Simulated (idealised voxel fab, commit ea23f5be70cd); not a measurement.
Process module under the name voxel wiring stack
The width of the displayed cross-section, cut, is 235 nm; its cells are square, with a size of 5 nm.
Reading order for cross-sections: top band down to bottom band. Underlying form: a grid of square cells. Band size: one or more rows of cells.
Look at the band entry: it leads with the top's height and the bottom's height in nm. Then it lists the materials left to right, with a width in nm for each. The word "throughout" on a single material says that material fills the band edge to edge. The word "empty" is empty space.
Basically, 0 is our baseline, since under it the wafer straight out of the box is all one material. The bottom band has no lower end and keeps on going down, so it looks like "z 0 and below".
Top row gets the first number, bottom row gets the second, and each row in between changes by the same step: that is how a band width like "30->40" works.
Where the words "no alterations made" appear for a step, the cross-section shows no cell changed by that step; every cell remained as before.
"Enclosed void entries": sealed empty spaces, 8 cells or more, no open way to top, listed width x height at distance, with distance from the left edge and width, height and distance in nm.
That trailing text on a step's line, after the settings, is the simulator's own remark on the step.
overlay nm: mask offset rightward from planned place, masked step; negative means leftward offset.
SO HERE'S THE LINEUP OF PROCESS STEPS WE PLANNED
| 1 | RECEIVE [material Si] |
| 2 | CONFORMAL_DEP [material SiO2] [thk nm 10] |
| 3 | CONFORMAL_DEP [material SiN] [thk nm 5] |
| 4 | DIRECTIONAL_DEP [material lowk] [thk nm 25] |
| 5 | DIRECTIONAL_DEP [material aC] [thk nm 15] |
| 6 | PATTERN [tone open] [mask id METAL_1] [material resist] [width nm 25] [pitch nm 45] [thk nm 30] [overlay nm 0] |
| 7 | DIRECTIONAL_ETCH [etch materials aC] [depth nm 15] |
| 8 | STRIP [etch materials resist] |
| 9 | DIRECTIONAL_ETCH [etch materials lowk] [depth nm 25] |
| 10 | DIRECTIONAL_ETCH [etch materials SiN] [depth nm 5] |
| 11 | STRIP [etch materials aC] |
| 12 | CONFORMAL_DEP [material TiN] [thk nm 5] |
| 13 | FILL_DEP [material Ru] [thk nm 10] |
| 14 | CMP [height nm 40] |
| 15 | CONFORMAL_DEP [material SiCN] [thk nm 5] |
| 16 | DIRECTIONAL_DEP [material lowk] [thk nm 30] |
| 17 | PATTERN [tone open] [mask id METAL_2_HOLES] [material resist] [width nm 15] [pitch nm 90] [thk nm 20] [overlay nm 0] |
| 18 | DIRECTIONAL_ETCH [etch materials lowk] [depth nm 30] |
| 19 | STRIP [etch materials resist] |
| 20 | PATTERN [tone open] [mask id METAL_2] [material resist] [width nm 25] [pitch nm 45] [thk nm 15] [overlay nm 0] |
| 21 | DIRECTIONAL_ETCH [etch materials lowk] [depth nm 15] |
| 22 | DIRECTIONAL_ETCH [etch materials SiCN] [depth nm 5] |
| 23 | STRIP [etch materials resist] |
| 24 | CONFORMAL_DEP [material TiN] [thk nm 5] |
| 25 | FILL_DEP [material Cu] [thk nm 10] |
| 26 | CMP [height nm 75] |
| 27 | CONFORMAL_DEP [material SiCN] [thk nm 5] |
| 28 | DIRECTIONAL_DEP [material SiO2] [thk nm 30] |
| 29 | MASKED_ETCH [tone open] [mask id METAL_3] [width nm 25] [pitch nm 45] [etch materials SiO2] [depth nm 15] [overlay nm 0] |
| 30 | PATTERN [tone open] [mask id METAL_3_HOLES] [material resist] [width nm 15] [pitch nm 90] [thk nm 20] [overlay nm 0] |
| 31 | DIRECTIONAL_ETCH [etch materials SiO2] [depth nm 15] |
| 32 | DIRECTIONAL_ETCH [etch materials SiCN] [depth nm 5] |
| 33 | STRIP [etch materials resist] |
| 34 | CONFORMAL_DEP [material TiN] [thk nm 5] |
| 35 | FILL_DEP [material Ru] [thk nm 5] |
| 36 | CMP [height nm 110] |
| 37 | CONFORMAL_DEP [material SiN] [thk nm 5] |
OF TWO WAFERS, THE FIRST: RUN ACCORDING TO PLAN
CROSS-SECTION: WAFER ON ARRIVAL = AFTER STEP 1
  z 0 and below | Si throughout
  Enclosed void entries: none
STEP 2 COMPLETE: CROSS-SECTION THROUGH THE WAFER
  z 10 to 0 | SiO2 throughout
  Unchanged below 0.
STEP 3 COMPLETE: CROSS-SECTION THROUGH THE WAFER
  z 15 to 10 | SiN throughout
  Unchanged below 10.
STEP 4 COMPLETE: CROSS-SECTION THROUGH THE WAFER
  z 40 to 15 | lowk throughout
  Unchanged below 15.
STEP 5 COMPLETE: CROSS-SECTION THROUGH THE WAFER
  z 55 to 40 | aC throughout
  Unchanged below 40.
STEP 6 COMPLETE: CROSS-SECTION THROUGH THE WAFER
  z 85 to 55 | 60 resist | 25 empty | 20 resist | 25 empty | 20 resist | 25 empty | 60 resist
  Unchanged below 55.
STEP 7 COMPLETE: CROSS-SECTION THROUGH THE WAFER
  z 70 to 55 | 60 resist | 25 empty | 20 resist | 25 empty | 20 resist | 25 empty | 60 resist
  z 55 to 40 | 60 aC | 25 empty | 20 aC | 25 empty | 20 aC | 25 empty | 60 aC
  Unchanged below 40.
STEP 8 COMPLETE: CROSS-SECTION THROUGH THE WAFER
  z 55 to 40 | 60 aC | 25 empty | 20 aC | 25 empty | 20 aC | 25 empty | 60 aC
  Unchanged below 40.
STEP 9 COMPLETE: CROSS-SECTION THROUGH THE WAFER
  z 55 to 40 | 60 aC | 25 empty | 20 aC | 25 empty | 20 aC | 25 empty | 60 aC
  z 40 to 15 | 60 lowk | 25 empty | 20 lowk | 25 empty | 20 lowk | 25 empty | 60 lowk
  Unchanged below 15.
STEP 10 COMPLETE: CROSS-SECTION THROUGH THE WAFER
  z 55 to 40 | 60 aC | 25 empty | 20 aC | 25 empty | 20 aC | 25 empty | 60 aC
  z 40 to 15 | 60 lowk | 25 empty | 20 lowk | 25 empty | 20 lowk | 25 empty | 60 lowk
  z 15 to 10 | 60 SiN | 25 empty | 20 SiN | 25 empty | 20 SiN | 25 empty | 60 SiN
  Unchanged below 10.
STEP 11 COMPLETE: CROSS-SECTION THROUGH THE WAFER
  z 40 to 15 | 60 lowk | 25 empty | 20 lowk | 25 empty | 20 lowk | 25 empty | 60 lowk
  Unchanged below 15.
STEP 12 COMPLETE: CROSS-SECTION THROUGH THE WAFER
  z 45 to 40 | 65 TiN | 15 empty | 30 TiN | 15 empty | 30 TiN | 15 empty | 65 TiN
  z 40 to 15 | 60 lowk | 5 TiN | 15 empty | 5 TiN | 20 lowk | 5 TiN | 15 empty | 5 TiN | 20 lowk | 5 TiN | 15 empty | 5 TiN | 60 lowk
  z 15 to 10 | 60 SiN | 25 TiN | 20 SiN | 25 TiN | 20 SiN | 25 TiN | 60 SiN
  Unchanged below 10.
STEP 13 COMPLETE: CROSS-SECTION THROUGH THE WAFER
  z 55 to 45 | Ru throughout
  z 45 to 40 | 65 TiN | 15 Ru | 30 TiN | 15 Ru | 30 TiN | 15 Ru | 65 TiN
  z 40 to 15 | 60 lowk | 5 TiN | 15 Ru | 5 TiN | 20 lowk | 5 TiN | 15 Ru | 5 TiN | 20 lowk | 5 TiN | 15 Ru | 5 TiN | 60 lowk
  Unchanged below 15.
STEP 14 COMPLETE: CROSS-SECTION THROUGH THE WAFER
  z 40 to 15 | 60 lowk | 5 TiN | 15 Ru | 5 TiN | 20 lowk | 5 TiN | 15 Ru | 5 TiN | 20 lowk | 5 TiN | 15 Ru | 5 TiN | 60 lowk
  Unchanged below 15.
STEP 15 COMPLETE: CROSS-SECTION THROUGH THE WAFER
  z 45 to 40 | SiCN throughout
  Unchanged below 40.
STEP 16 COMPLETE: CROSS-SECTION THROUGH THE WAFER
  z 75 to 45 | lowk throughout
  Unchanged below 45.
STEP 17 COMPLETE: CROSS-SECTION THROUGH THE WAFER
  z 95 to 75 | 60 resist | 15 empty | 75 resist | 15 empty | 70 resist
  Unchanged below 75.
STEP 18 COMPLETE: CROSS-SECTION THROUGH THE WAFER
  z 95 to 75 | 60 resist | 15 empty | 75 resist | 15 empty | 70 resist
  z 75 to 45 | 60 lowk | 15 empty | 75 lowk | 15 empty | 70 lowk
  Unchanged below 45.
STEP 19 COMPLETE: CROSS-SECTION THROUGH THE WAFER
  z 75 to 45 | 60 lowk | 15 empty | 75 lowk | 15 empty | 70 lowk
  Unchanged below 45.
STEP 20 COMPLETE: CROSS-SECTION THROUGH THE WAFER
  z 90 to 75 | 60 resist | 25 empty | 20 resist | 25 empty | 20 resist | 25 empty | 60 resist
  Unchanged below 75.
STEP 21 COMPLETE: CROSS-SECTION THROUGH THE WAFER
  z 90 to 75 | 60 resist | 25 empty | 20 resist | 25 empty | 20 resist | 25 empty | 60 resist
  z 75 to 60 | 60 lowk | 25 empty | 20 lowk | 25 empty | 20 lowk | 25 empty | 60 lowk
  Unchanged below 60.
STEP 22 COMPLETE: CROSS-SECTION THROUGH THE WAFER
  z 90 to 75 | 60 resist | 25 empty | 20 resist | 25 empty | 20 resist | 25 empty | 60 resist
  z 75 to 60 | 60 lowk | 25 empty | 20 lowk | 25 empty | 20 lowk | 25 empty | 60 lowk
  z 60 to 45 | 60 lowk | 15 empty | 75 lowk | 15 empty | 70 lowk
  z 45 to 40 | 60 SiCN | 15 empty | 75 SiCN | 15 empty | 70 SiCN
  Unchanged below 40.
STEP 23 COMPLETE: CROSS-SECTION THROUGH THE WAFER
  z 75 to 60 | 60 lowk | 25 empty | 20 lowk | 25 empty | 20 lowk | 25 empty | 60 lowk
  Unchanged below 60.
STEP 24 COMPLETE: CROSS-SECTION THROUGH THE WAFER
  z 80 to 75 | 65 TiN | 15 empty | 30 TiN | 15 empty | 30 TiN | 15 empty | 65 TiN
  z 75 to 65 | 60 lowk | 5 TiN | 15 empty | 5 TiN | 20 lowk | 5 TiN | 15 empty | 5 TiN | 20 lowk | 5 TiN | 15 empty | 5 TiN | 60 lowk
  z 65 to 60 | 60 lowk | 5 TiN | 5 empty | 15 TiN | 20 lowk | 25 TiN | 20 lowk | 5 TiN | 5 empty | 15 TiN | 60 lowk
  z 60 to 45 | 60 lowk | 5 TiN | 5 empty | 5 TiN | 75 lowk | 5 TiN | 5 empty | 5 TiN | 70 lowk
  z 45 to 40 | 60 SiCN | 15 TiN | 75 SiCN | 15 TiN | 70 SiCN
  Unchanged below 40.
STEP 25 COMPLETE: CROSS-SECTION THROUGH THE WAFER
  z 90 to 80 | Cu throughout
  z 80 to 75 | 65 TiN | 15 Cu | 30 TiN | 15 Cu | 30 TiN | 15 Cu | 65 TiN
  z 75 to 65 | 60 lowk | 5 TiN | 15 Cu | 5 TiN | 20 lowk | 5 TiN | 15 Cu | 5 TiN | 20 lowk | 5 TiN | 15 Cu | 5 TiN | 60 lowk
  z 65 to 60 | 60 lowk | 5 TiN | 5 Cu | 15 TiN | 20 lowk | 25 TiN | 20 lowk | 5 TiN | 5 Cu | 15 TiN | 60 lowk
  z 60 to 45 | 60 lowk | 5 TiN | 5 Cu | 5 TiN | 75 lowk | 5 TiN | 5 Cu | 5 TiN | 70 lowk
  Unchanged below 45.
STEP 26 COMPLETE: CROSS-SECTION THROUGH THE WAFER
  z 75 to 65 | 60 lowk | 5 TiN | 15 Cu | 5 TiN | 20 lowk | 5 TiN | 15 Cu | 5 TiN | 20 lowk | 5 TiN | 15 Cu | 5 TiN | 60 lowk
  Unchanged below 65.
STEP 27 COMPLETE: CROSS-SECTION THROUGH THE WAFER
  z 80 to 75 | SiCN throughout
  Unchanged below 75.
STEP 28 COMPLETE: CROSS-SECTION THROUGH THE WAFER
  z 110 to 80 | SiO2 throughout
  Unchanged below 80.
STEP 29 COMPLETE: CROSS-SECTION THROUGH THE WAFER
  z 110 to 95 | 60 SiO2 | 25 empty | 20 SiO2 | 25 empty | 20 SiO2 | 25 empty | 60 SiO2
  Unchanged below 95.
STEP 30 COMPLETE: CROSS-SECTION THROUGH THE WAFER
  z 130 to 110 | 60 resist | 15 empty | 75 resist | 15 empty | 70 resist
  z 110 to 95 | 60 SiO2 | 15 empty | 10 resist | 20 SiO2 | 25 resist | 20 SiO2 | 15 empty | 10 resist | 60 SiO2
  Unchanged below 95.
STEP 31 COMPLETE: CROSS-SECTION THROUGH THE WAFER
  z 130 to 110 | 60 resist | 15 empty | 75 resist | 15 empty | 70 resist
  z 110 to 95 | 60 SiO2 | 15 empty | 10 resist | 20 SiO2 | 25 resist | 20 SiO2 | 15 empty | 10 resist | 60 SiO2
  z 95 to 80 | 60 SiO2 | 15 empty | 75 SiO2 | 15 empty | 70 SiO2
  Unchanged below 80.
STEP 32 COMPLETE: CROSS-SECTION THROUGH THE WAFER
  z 130 to 110 | 60 resist | 15 empty | 75 resist | 15 empty | 70 resist
  z 110 to 95 | 60 SiO2 | 15 empty | 10 resist | 20 SiO2 | 25 resist | 20 SiO2 | 15 empty | 10 resist | 60 SiO2
  z 95 to 80 | 60 SiO2 | 15 empty | 75 SiO2 | 15 empty | 70 SiO2
  z 80 to 75 | 60 SiCN | 15 empty | 75 SiCN | 15 empty | 70 SiCN
  Unchanged below 75.
STEP 33 COMPLETE: CROSS-SECTION THROUGH THE WAFER
  z 110 to 95 | 60 SiO2 | 25 empty | 20 SiO2 | 25 empty | 20 SiO2 | 25 empty | 60 SiO2
  Unchanged below 95.
STEP 34 COMPLETE: CROSS-SECTION THROUGH THE WAFER
  z 115 to 110 | 65 TiN | 15 empty | 30 TiN | 15 empty | 30 TiN | 15 empty | 65 TiN
  z 110 to 100 | 60 SiO2 | 5 TiN | 15 empty | 5 TiN | 20 SiO2 | 5 TiN | 15 empty | 5 TiN | 20 SiO2 | 5 TiN | 15 empty | 5 TiN | 60 SiO2
  z 100 to 95 | 60 SiO2 | 5 TiN | 5 empty | 15 TiN | 20 SiO2 | 25 TiN | 20 SiO2 | 5 TiN | 5 empty | 15 TiN | 60 SiO2
  z 95 to 80 | 60 SiO2 | 5 TiN | 5 empty | 5 TiN | 75 SiO2 | 5 TiN | 5 empty | 5 TiN | 70 SiO2
  z 80 to 75 | 60 SiCN | 15 TiN | 75 SiCN | 15 TiN | 70 SiCN
  Unchanged below 75.
STEP 35 COMPLETE: CROSS-SECTION THROUGH THE WAFER
  z 120 to 115 | Ru throughout
  z 115 to 110 | 65 TiN | 15 Ru | 30 TiN | 15 Ru | 30 TiN | 15 Ru | 65 TiN
  z 110 to 100 | 60 SiO2 | 5 TiN | 15 Ru | 5 TiN | 20 SiO2 | 5 TiN | 15 Ru | 5 TiN | 20 SiO2 | 5 TiN | 15 Ru | 5 TiN | 60 SiO2
  z 100 to 95 | 60 SiO2 | 5 TiN | 5 Ru | 15 TiN | 20 SiO2 | 25 TiN | 20 SiO2 | 5 TiN | 5 Ru | 15 TiN | 60 SiO2
  z 95 to 80 | 60 SiO2 | 5 TiN | 5 Ru | 5 TiN | 75 SiO2 | 5 TiN | 5 Ru | 5 TiN | 70 SiO2
  Unchanged below 80.
STEP 36 COMPLETE: CROSS-SECTION THROUGH THE WAFER
  z 110 to 100 | 60 SiO2 | 5 TiN | 15 Ru | 5 TiN | 20 SiO2 | 5 TiN | 15 Ru | 5 TiN | 20 SiO2 | 5 TiN | 15 Ru | 5 TiN | 60 SiO2
  Unchanged below 100.
STEP 37 COMPLETE: CROSS-SECTION THROUGH THE WAFER
  z 115 to 110 | SiN throughout
  Unchanged below 110.
SECOND WAFER: SAME START AND SAME PLAN AS THE FIRST, ONE EXECUTION ERROR; IDENTICAL TO THE FIRST THROUGH STEP 25
Second wafer, section view, time point: scheduled end of step 26: no alterations made
SECOND WAFER, SECTION VIEW, TIME POINT: SCHEDULED END OF STEP 27
  z 95 to 90 | SiCN throughout
  Unchanged below 90.
SECOND WAFER, SECTION VIEW, TIME POINT: SCHEDULED END OF STEP 28
  z 125 to 95 | SiO2 throughout
  Unchanged below 95.
SECOND WAFER, SECTION VIEW, TIME POINT: SCHEDULED END OF STEP 29
  z 125 to 110 | 60 SiO2 | 25 empty | 20 SiO2 | 25 empty | 20 SiO2 | 25 empty | 60 SiO2
  Unchanged below 110.
SECOND WAFER, SECTION VIEW, TIME POINT: SCHEDULED END OF STEP 30
  z 145 to 125 | 60 resist | 15 empty | 75 resist | 15 empty | 70 resist
  z 125 to 110 | 60 SiO2 | 15 empty | 10 resist | 20 SiO2 | 25 resist | 20 SiO2 | 15 empty | 10 resist | 60 SiO2
  Unchanged below 110.
SECOND WAFER, SECTION VIEW, TIME POINT: SCHEDULED END OF STEP 31
  z 145 to 125 | 60 resist | 15 empty | 75 resist | 15 empty | 70 resist
  z 125 to 110 | 60 SiO2 | 15 empty | 10 resist | 20 SiO2 | 25 resist | 20 SiO2 | 15 empty | 10 resist | 60 SiO2
  z 110 to 95 | 60 SiO2 | 15 empty | 75 SiO2 | 15 empty | 70 SiO2
  Unchanged below 95.
SECOND WAFER, SECTION VIEW, TIME POINT: SCHEDULED END OF STEP 32
  z 145 to 125 | 60 resist | 15 empty | 75 resist | 15 empty | 70 resist
  z 125 to 110 | 60 SiO2 | 15 empty | 10 resist | 20 SiO2 | 25 resist | 20 SiO2 | 15 empty | 10 resist | 60 SiO2
  z 110 to 95 | 60 SiO2 | 15 empty | 75 SiO2 | 15 empty | 70 SiO2
  z 95 to 90 | 60 SiCN | 15 empty | 75 SiCN | 15 empty | 70 SiCN
  Unchanged below 90.
SECOND WAFER, SECTION VIEW, TIME POINT: SCHEDULED END OF STEP 33
  z 125 to 110 | 60 SiO2 | 25 empty | 20 SiO2 | 25 empty | 20 SiO2 | 25 empty | 60 SiO2
  Unchanged below 110.
SECOND WAFER, SECTION VIEW, TIME POINT: SCHEDULED END OF STEP 34
  z 130 to 125 | 65 TiN | 15 empty | 30 TiN | 15 empty | 30 TiN | 15 empty | 65 TiN
  z 125 to 115 | 60 SiO2 | 5 TiN | 15 empty | 5 TiN | 20 SiO2 | 5 TiN | 15 empty | 5 TiN | 20 SiO2 | 5 TiN | 15 empty | 5 TiN | 60 SiO2
  z 115 to 110 | 60 SiO2 | 5 TiN | 5 empty | 15 TiN | 20 SiO2 | 25 TiN | 20 SiO2 | 5 TiN | 5 empty | 15 TiN | 60 SiO2
  z 110 to 95 | 60 SiO2 | 5 TiN | 5 empty | 5 TiN | 75 SiO2 | 5 TiN | 5 empty | 5 TiN | 70 SiO2
  z 95 to 90 | 60 SiCN | 15 TiN | 75 SiCN | 15 TiN | 70 SiCN
  Unchanged below 90.
SECOND WAFER, SECTION VIEW, TIME POINT: SCHEDULED END OF STEP 35
  z 135 to 130 | Ru throughout
  z 130 to 125 | 65 TiN | 15 Ru | 30 TiN | 15 Ru | 30 TiN | 15 Ru | 65 TiN
  z 125 to 115 | 60 SiO2 | 5 TiN | 15 Ru | 5 TiN | 20 SiO2 | 5 TiN | 15 Ru | 5 TiN | 20 SiO2 | 5 TiN | 15 Ru | 5 TiN | 60 SiO2
  z 115 to 110 | 60 SiO2 | 5 TiN | 5 Ru | 15 TiN | 20 SiO2 | 25 TiN | 20 SiO2 | 5 TiN | 5 Ru | 15 TiN | 60 SiO2
  z 110 to 95 | 60 SiO2 | 5 TiN | 5 Ru | 5 TiN | 75 SiO2 | 5 TiN | 5 Ru | 5 TiN | 70 SiO2
  Unchanged below 95.
SECOND WAFER, SECTION VIEW, TIME POINT: SCHEDULED END OF STEP 36
  z 110 to 95 | 60 SiO2 | 5 TiN | 5 Ru | 5 TiN | 75 SiO2 | 5 TiN | 5 Ru | 5 TiN | 70 SiO2
  Unchanged below 95.
SECOND WAFER, SECTION VIEW, TIME POINT: SCHEDULED END OF STEP 37
  z 115 to 110 | SiN throughout
  Unchanged below 110.
Processing error: step 26 of the plan never got run, it was skipped over
Heads up, by the end the second wafer has more or fewer cells of some materials compared to the first: +103 Cu; -20 Ru; -96 SiO2; +13 TiN
